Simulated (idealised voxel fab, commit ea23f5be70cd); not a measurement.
process module | voxel ribs on slabs
cross-section cut | 210 nm wide | cells 5 nm
A cross-section is a grid of square cells, given in bands from the top down. A band is one or more rows of cells.
Each band's line starts with the height of the band's top and of its bottom, in nm. Then come its materials from left to right, each with its width in nm. One material with "throughout" fills the band from edge to edge. "air" is empty space.
Height 0 is the level under which the wafer as received is all one material. The lowest band goes on downwards, as in "0 down".
A width such as "30 to 40" changes by the same amount from each row of cells to the next, from the band's top row to its bottom row.
"no change" after a step means that no cell of the cross-section changed.
closed voids: empty space of 8 cells or more with no open way to the top, each as width x height at its distance from the left edge, in nm
after a step's settings: what the simulator itself notes on the step
overlay nm, on a step with a mask: how far to the right of its planned place the mask lay; to the left if negative
plan
1 op RECEIVE | material Si
2 op DIRECTIONAL_DEP | material SiO2 | thk nm 20
3 op DIRECTIONAL_DEP | material polySi | thk nm 15
4 op PATTERN | tone cover | mask id RIB | material resist | width nm 15 | thk nm 15 | overlay nm 0
5 op DIRECTIONAL_ETCH | etch materials polySi | depth nm 10
6 op STRIP | etch materials resist
7 op MASKED_ETCH | tone cover | mask id SLAB | width nm 65 | etch materials polySi | depth nm 5 | overlay nm 0
8 op FILL_DEP | material SiO2 | thk nm 15
9 op CMP | height nm 45
10 op DIRECTIONAL_DEP | material W | thk nm 10
11 op DIRECTIONAL_DEP | material aC | thk nm 10
12 op PATTERN | tone cover | mask id HEATER | material resist | width nm 25 | thk nm 25 | overlay nm 0
13 op DIRECTIONAL_ETCH | etch materials aC | depth nm 10
14 op STRIP | etch materials resist
15 op DIRECTIONAL_ETCH | etch materials W | depth nm 10
16 op STRIP | etch materials aC
17 op CONFORMAL_DEP | material SiN | thk nm 5
as received, after step 1
  0 down: Si throughout
  closed voids: none
first wafer at the end, as planned
  60 to 55: air 85 | SiN 35 | air 90
  55 to 50: air 85 | SiN 5 | W 25 | SiN 5 | air 90
  50 to 45: SiN 90 | W 25 | SiN 95
  45 to 35: SiO2 throughout
  35 to 25: SiO2 95 | polySi 15 | SiO2 100
  25 to 20: SiO2 70 | polySi 65 | SiO2 75
  20 to 0: SiO2 throughout
  0 down: Si throughout
  closed voids: none
second wafer at the end: like start, like plan, one mistake
  60 to 55: air 90 | SiN 30 | air 90
  55 to 50: air 90 | SiN 5 | W 20 | SiN 5 | air 90
  50 to 45: SiN 95 | W 20 | SiN 95
  45 to 35: SiO2 throughout
  35 to 25: SiO2 95 | polySi 15 | SiO2 100
  25 to 20: SiO2 70 | polySi 65 | SiO2 75
  20 to 0: SiO2 throughout
  0 down: Si throughout
  closed voids: none
what went wrong: step 12 ran as: op PATTERN | tone cover | mask id HEATER | material resist | width nm 20 | thk nm 25 | overlay nm 0
at the end the second wafer has, in cells: 2 fewer of W
